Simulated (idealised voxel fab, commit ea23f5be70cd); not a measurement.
Documented hereafter: the process module known as voxel self aligned contacts.
Square cells of 5 nm make up the cross-section cut, whose width is 285 nm.
In what follows, cross-sections appear as grids of square cells, described through bands that run from the top down, where every band is one or more rows of cells.
Band entry format. Leading values: height of top, height of bottom, nm. Remainder: materials in left-to-right order, each with its width in nm. Special words: "full width" on a single material, which then fills the band edge to edge; "air", empty space.
Height is counted from the level 0, under which the received wafer is composed throughout of one material. The lowest of the bands is not closed at the bottom but continues downward, in the notation "0 and below".
You'd read "30->40" like this: the band's top row of cells is as wide as the first number, its bottom row is as wide as the second, and going down, every row changes width by the same amount as the row before did.
Key: "nothing got changed" - step with no changed cell in the cross-section.
Empty spaces without an open route to the top, at least 8 cells in extent, make up the entry "Tabulated closed voids"; each is given as width x height at distance, where the distance is measured from the left edge, and all are in nm.
Text after the settings on a step's line: the simulator's own remark on that step.
What "overlay nm" on a step's line means: if the step has a mask, that mask lay this far to the right of its planned place, or, when the value is negative, to the left.
# Set out below are the planned steps of the process
1) RECEIVE (material Si)
2) OXIDIZE (depth nm 5)
3) DIRECTIONAL_DEP (material polySi; thk nm 20)
4) DIRECTIONAL_DEP (material SiN; thk nm 20)
5) DIRECTIONAL_DEP (material aC; thk nm 10)
6) PATTERN (tone cover; mask id GATE; material resist; width nm 25; pitch nm 55; thk nm 30; overlay nm 0)
7) DIRECTIONAL_ETCH (etch materials aC; depth nm 10)
8) STRIP (etch materials resist)
9) DIRECTIONAL_ETCH (etch materials SiN; depth nm 20)
10) DIRECTIONAL_ETCH (etch materials polySi; depth nm 20)
11) STRIP (etch materials aC)
12) CONFORMAL_DEP (material SiN; thk nm 5)
13) DIRECTIONAL_ETCH (etch materials SiN; depth nm 5)
14) FILL_DEP (material SiO2; thk nm 10)
15) CMP (height nm 45)
16) PATTERN (tone open; mask id CONTACT; material resist; width nm 40; pitch nm 55; thk nm 15; overlay nm 0)
17) DIRECTIONAL_ETCH (etch materials SiO2; depth nm 50)
18) STRIP (etch materials resist)
19) CONFORMAL_DEP (material TiN; thk nm 5)
20) FILL_DEP (material W; thk nm 5)
21) CMP (height nm 45)
22) CONFORMAL_DEP (material SiCN; thk nm 5)
# The first of two wafers, run as planned
# Cross-section: wafer on arrival = after step 1
0 and below = Si full width
Tabulated closed voids: none
# After step 2: wafer cross-section
0 down to -5 = SiO2 full width
Unchanged below -5.
# After step 3: wafer cross-section
20 down to 0 = polySi full width
Unchanged below 0.
# After step 4: wafer cross-section
40 down to 20 = SiN full width
Unchanged below 20.
# After step 5: wafer cross-section
50 down to 40 = aC full width
Unchanged below 40.
# After step 6: wafer cross-section
80 down to 50 = air: 75 / resist: 25 / air: 30 / resist: 25 / air: 30 / resist: 25 / air: 75
Unchanged below 50.
# After step 7: wafer cross-section
70 down to 50 = air: 75 / resist: 25 / air: 30 / resist: 25 / air: 30 / resist: 25 / air: 75
50 down to 40 = air: 75 / aC: 25 / air: 30 / aC: 25 / air: 30 / aC: 25 / air: 75
Unchanged below 40.
# After step 8: wafer cross-section
50 down to 40 = air: 75 / aC: 25 / air: 30 / aC: 25 / air: 30 / aC: 25 / air: 75
Unchanged below 40.
# After step 9: wafer cross-section
50 down to 40 = air: 75 / aC: 25 / air: 30 / aC: 25 / air: 30 / aC: 25 / air: 75
40 down to 20 = air: 75 / SiN: 25 / air: 30 / SiN: 25 / air: 30 / SiN: 25 / air: 75
Unchanged below 20.
# After step 10: wafer cross-section
50 down to 40 = air: 75 / aC: 25 / air: 30 / aC: 25 / air: 30 / aC: 25 / air: 75
40 down to 20 = air: 75 / SiN: 25 / air: 30 / SiN: 25 / air: 30 / SiN: 25 / air: 75
20 down to 0 = air: 75 / polySi: 25 / air: 30 / polySi: 25 / air: 30 / polySi: 25 / air: 75
Unchanged below 0.
# After step 11: wafer cross-section
40 down to 20 = air: 75 / SiN: 25 / air: 30 / SiN: 25 / air: 30 / SiN: 25 / air: 75
Unchanged below 20.
# After step 12: wafer cross-section
45 down to 20 = air: 70 / SiN: 35 / air: 20 / SiN: 35 / air: 20 / SiN: 35 / air: 70
20 down to 5 = air: 70 / SiN: 5 / polySi: 25 / SiN: 5 / air: 20 / SiN: 5 / polySi: 25 / SiN: 5 / air: 20 / SiN: 5 / polySi: 25 / SiN: 5 / air: 70
5 down to 0 = SiN: 75 / polySi: 25 / SiN: 30 / polySi: 25 / SiN: 30 / polySi: 25 / SiN: 75
Unchanged below 0.
# After step 13: wafer cross-section
40 down to 20 = air: 70 / SiN: 35 / air: 20 / SiN: 35 / air: 20 / SiN: 35 / air: 70
20 down to 0 = air: 70 / SiN: 5 / polySi: 25 / SiN: 5 / air: 20 / SiN: 5 / polySi: 25 / SiN: 5 / air: 20 / SiN: 5 / polySi: 25 / SiN: 5 / air: 70
Unchanged below 0.
# After step 14: wafer cross-section
50 down to 40 = SiO2 full width
40 down to 20 = SiO2: 70 / SiN: 35 / SiO2: 20 / SiN: 35 / SiO2: 20 / SiN: 35 / SiO2: 70
20 down to 0 = SiO2: 70 / SiN: 5 / polySi: 25 / SiN: 5 / SiO2: 20 / SiN: 5 / polySi: 25 / SiN: 5 / SiO2: 20 / SiN: 5 / polySi: 25 / SiN: 5 / SiO2: 70
Unchanged below 0.
# After step 15: wafer cross-section
45 down to 40 = SiO2 full width
Unchanged below 40.
# After step 16: wafer cross-section
60 down to 45 = resist: 95 / air: 40 / resist: 15 / air: 40 / resist: 95
Unchanged below 45.
# After step 17: wafer cross-section
60 down to 45 = resist: 95 / air: 40 / resist: 15 / air: 40 / resist: 95
45 down to 40 = SiO2: 95 / air: 40 / SiO2: 15 / air: 40 / SiO2: 95
40 down to 20 = SiO2: 70 / SiN: 35 / air: 20 / SiN: 35 / air: 20 / SiN: 35 / SiO2: 70
20 down to 0 = SiO2: 70 / SiN: 5 / polySi: 25 / SiN: 5 / air: 20 / SiN: 5 / polySi: 25 / SiN: 5 / air: 20 / SiN: 5 / polySi: 25 / SiN: 5 / SiO2: 70
0 down to -5 = SiO2: 105 / air: 20 / SiO2: 35 / air: 20 / SiO2: 105
Unchanged below -5.
# After step 18: wafer cross-section
45 down to 40 = SiO2: 95 / air: 40 / SiO2: 15 / air: 40 / SiO2: 95
Unchanged below 40.
# After step 19: wafer cross-section
50 down to 45 = TiN: 100 / air: 30 / TiN: 25 / air: 30 / TiN: 100
45 down to 40 = SiO2: 95 / TiN: 15 / air: 10 / TiN: 15 / SiO2: 15 / TiN: 15 / air: 10 / TiN: 15 / SiO2: 95
40 down to 20 = SiO2: 70 / SiN: 35 / TiN: 5 / air: 10 / TiN: 5 / SiN: 35 / TiN: 5 / air: 10 / TiN: 5 / SiN: 35 / SiO2: 70
20 down to 0 = SiO2: 70 / SiN: 5 / polySi: 25 / SiN: 5 / TiN: 5 / air: 10 / TiN: 5 / SiN: 5 / polySi: 25 / SiN: 5 / TiN: 5 / air: 10 / TiN: 5 / SiN: 5 / polySi: 25 / SiN: 5 / SiO2: 70
0 down to -5 = SiO2: 105 / TiN: 20 / SiO2: 35 / TiN: 20 / SiO2: 105
Unchanged below -5.
# After step 20: wafer cross-section
55 down to 50 = W full width
50 down to 45 = TiN: 100 / W: 30 / TiN: 25 / W: 30 / TiN: 100
45 down to 40 = SiO2: 95 / TiN: 15 / W: 10 / TiN: 15 / SiO2: 15 / TiN: 15 / W: 10 / TiN: 15 / SiO2: 95
40 down to 20 = SiO2: 70 / SiN: 35 / TiN: 5 / W: 10 / TiN: 5 / SiN: 35 / TiN: 5 / W: 10 / TiN: 5 / SiN: 35 / SiO2: 70
20 down to 0 = SiO2: 70 / SiN: 5 / polySi: 25 / SiN: 5 / TiN: 5 / W: 10 / TiN: 5 / SiN: 5 / polySi: 25 / SiN: 5 / TiN: 5 / W: 10 / TiN: 5 / SiN: 5 / polySi: 25 / SiN: 5 / SiO2: 70
Unchanged below 0.
# After step 21: wafer cross-section
45 down to 40 = SiO2: 95 / TiN: 15 / W: 10 / TiN: 15 / SiO2: 15 / TiN: 15 / W: 10 / TiN: 15 / SiO2: 95
Unchanged below 40.
# After step 22: wafer cross-section
50 down to 45 = SiCN full width
Unchanged below 45.
# Okay, second wafer. Nothing different at the start, nothing different in the plan, just one mistake somewhere in the running. As far as step 5, counting that step, it's the first wafer all over again
# What the second wafer looks like in cross-section when step 6 should have wrapped up
80 down to 50 = air: 80 / resist: 15 / air: 40 / resist: 15 / air: 40 / resist: 15 / air: 80
Unchanged below 50.
# What the second wafer looks like in cross-section when step 7 should have wrapped up
70 down to 50 = air: 80 / resist: 15 / air: 40 / resist: 15 / air: 40 / resist: 15 / air: 80
50 down to 40 = air: 80 / aC: 15 / air: 40 / aC: 15 / air: 40 / aC: 15 / air: 80
Unchanged below 40.
# What the second wafer looks like in cross-section when step 8 should have wrapped up
50 down to 40 = air: 80 / aC: 15 / air: 40 / aC: 15 / air: 40 / aC: 15 / air: 80
Unchanged below 40.
# What the second wafer looks like in cross-section when step 9 should have wrapped up
50 down to 40 = air: 80 / aC: 15 / air: 40 / aC: 15 / air: 40 / aC: 15 / air: 80
40 down to 20 = air: 80 / SiN: 15 / air: 40 / SiN: 15 / air: 40 / SiN: 15 / air: 80
Unchanged below 20.
# What the second wafer looks like in cross-section when step 10 should have wrapped up
50 down to 40 = air: 80 / aC: 15 / air: 40 / aC: 15 / air: 40 / aC: 15 / air: 80
40 down to 20 = air: 80 / SiN: 15 / air: 40 / SiN: 15 / air: 40 / SiN: 15 / air: 80
20 down to 0 = air: 80 / polySi: 15 / air: 40 / polySi: 15 / air: 40 / polySi: 15 / air: 80
Unchanged below 0.
# What the second wafer looks like in cross-section when step 11 should have wrapped up
40 down to 20 = air: 80 / SiN: 15 / air: 40 / SiN: 15 / air: 40 / SiN: 15 / air: 80
Unchanged below 20.
# What the second wafer looks like in cross-section when step 12 should have wrapped up
45 down to 20 = air: 75 / SiN: 25 / air: 30 / SiN: 25 / air: 30 / SiN: 25 / air: 75
20 down to 5 = air: 75 / SiN: 5 / polySi: 15 / SiN: 5 / air: 30 / SiN: 5 / polySi: 15 / SiN: 5 / air: 30 / SiN: 5 / polySi: 15 / SiN: 5 / air: 75
5 down to 0 = SiN: 80 / polySi: 15 / SiN: 40 / polySi: 15 / SiN: 40 / polySi: 15 / SiN: 80
Unchanged below 0.
# What the second wafer looks like in cross-section when step 13 should have wrapped up
40 down to 20 = air: 75 / SiN: 25 / air: 30 / SiN: 25 / air: 30 / SiN: 25 / air: 75
20 down to 0 = air: 75 / SiN: 5 / polySi: 15 / SiN: 5 / air: 30 / SiN: 5 / polySi: 15 / SiN: 5 / air: 30 / SiN: 5 / polySi: 15 / SiN: 5 / air: 75
Unchanged below 0.
# What the second wafer looks like in cross-section when step 14 should have wrapped up
50 down to 40 = SiO2 full width
40 down to 20 = SiO2: 75 / SiN: 25 / SiO2: 30 / SiN: 25 / SiO2: 30 / SiN: 25 / SiO2: 75
20 down to 0 = SiO2: 75 / SiN: 5 / polySi: 15 / SiN: 5 / SiO2: 30 / SiN: 5 / polySi: 15 / SiN: 5 / SiO2: 30 / SiN: 5 / polySi: 15 / SiN: 5 / SiO2: 75
Unchanged below 0.
# What the second wafer looks like in cross-section when step 15 should have wrapped up
45 down to 40 = SiO2 full width
Unchanged below 40.
# What the second wafer looks like in cross-section when step 16 should have wrapped up
60 down to 45 = resist: 95 / air: 40 / resist: 15 / air: 40 / resist: 95
Unchanged below 45.
# What the second wafer looks like in cross-section when step 17 should have wrapped up
60 down to 45 = resist: 95 / air: 40 / resist: 15 / air: 40 / resist: 95
45 down to 40 = SiO2: 95 / air: 40 / SiO2: 15 / air: 40 / SiO2: 95
40 down to 20 = SiO2: 75 / SiN: 25 / air: 30 / SiN: 25 / air: 30 / SiN: 25 / SiO2: 75
20 down to 0 = SiO2: 75 / SiN: 5 / polySi: 15 / SiN: 5 / air: 30 / SiN: 5 / polySi: 15 / SiN: 5 / air: 30 / SiN: 5 / polySi: 15 / SiN: 5 / SiO2: 75
0 down to -5 = SiO2: 100 / air: 30 / SiO2: 25 / air: 30 / SiO2: 100
Unchanged below -5.
# What the second wafer looks like in cross-section when step 18 should have wrapped up
45 down to 40 = SiO2: 95 / air: 40 / SiO2: 15 / air: 40 / SiO2: 95
Unchanged below 40.
# What the second wafer looks like in cross-section when step 19 should have wrapped up
50 down to 45 = TiN: 100 / air: 30 / TiN: 25 / air: 30 / TiN: 100
45 down to 40 = SiO2: 95 / TiN: 10 / air: 20 / TiN: 10 / SiO2: 15 / TiN: 10 / air: 20 / TiN: 10 / SiO2: 95
40 down to 20 = SiO2: 75 / SiN: 25 / TiN: 5 / air: 20 / TiN: 5 / SiN: 25 / TiN: 5 / air: 20 / TiN: 5 / SiN: 25 / SiO2: 75
20 down to 0 = SiO2: 75 / SiN: 5 / polySi: 15 / SiN: 5 / TiN: 5 / air: 20 / TiN: 5 / SiN: 5 / polySi: 15 / SiN: 5 / TiN: 5 / air: 20 / TiN: 5 / SiN: 5 / polySi: 15 / SiN: 5 / SiO2: 75
0 down to -5 = SiO2: 100 / TiN: 30 / SiO2: 25 / TiN: 30 / SiO2: 100
Unchanged below -5.
# What the second wafer looks like in cross-section when step 20 should have wrapped up
55 down to 50 = W full width
50 down to 45 = TiN: 100 / W: 30 / TiN: 25 / W: 30 / TiN: 100
45 down to 40 = SiO2: 95 / TiN: 10 / W: 20 / TiN: 10 / SiO2: 15 / TiN: 10 / W: 20 / TiN: 10 / SiO2: 95
40 down to 20 = SiO2: 75 / SiN: 25 / TiN: 5 / W: 20 / TiN: 5 / SiN: 25 / TiN: 5 / W: 20 / TiN: 5 / SiN: 25 / SiO2: 75
20 down to 0 = SiO2: 75 / SiN: 5 / polySi: 15 / SiN: 5 / TiN: 5 / W: 20 / TiN: 5 / SiN: 5 / polySi: 15 / SiN: 5 / TiN: 5 / W: 20 / TiN: 5 / SiN: 5 / polySi: 15 / SiN: 5 / SiO2: 75
Unchanged below 0.
# What the second wafer looks like in cross-section when step 21 should have wrapped up
45 down to 40 = SiO2: 95 / TiN: 10 / W: 20 / TiN: 10 / SiO2: 15 / TiN: 10 / W: 20 / TiN: 10 / SiO2: 95
Unchanged below 40.
# What the second wafer looks like in cross-section when step 22 should have wrapped up
50 down to 45 = SiCN full width
Unchanged below 45.
Against the plan, the run slipped here: rather than as planned, step 6 actually ran as PATTERN (tone cover; mask id GATE; material resist; width nm 15; pitch nm 55; thk nm 30; overlay nm 0)
at the end the second wafer has, in cells: SiN: 24 fewer | SiO2: 12 more | W: 36 more | polySi: 24 fewer
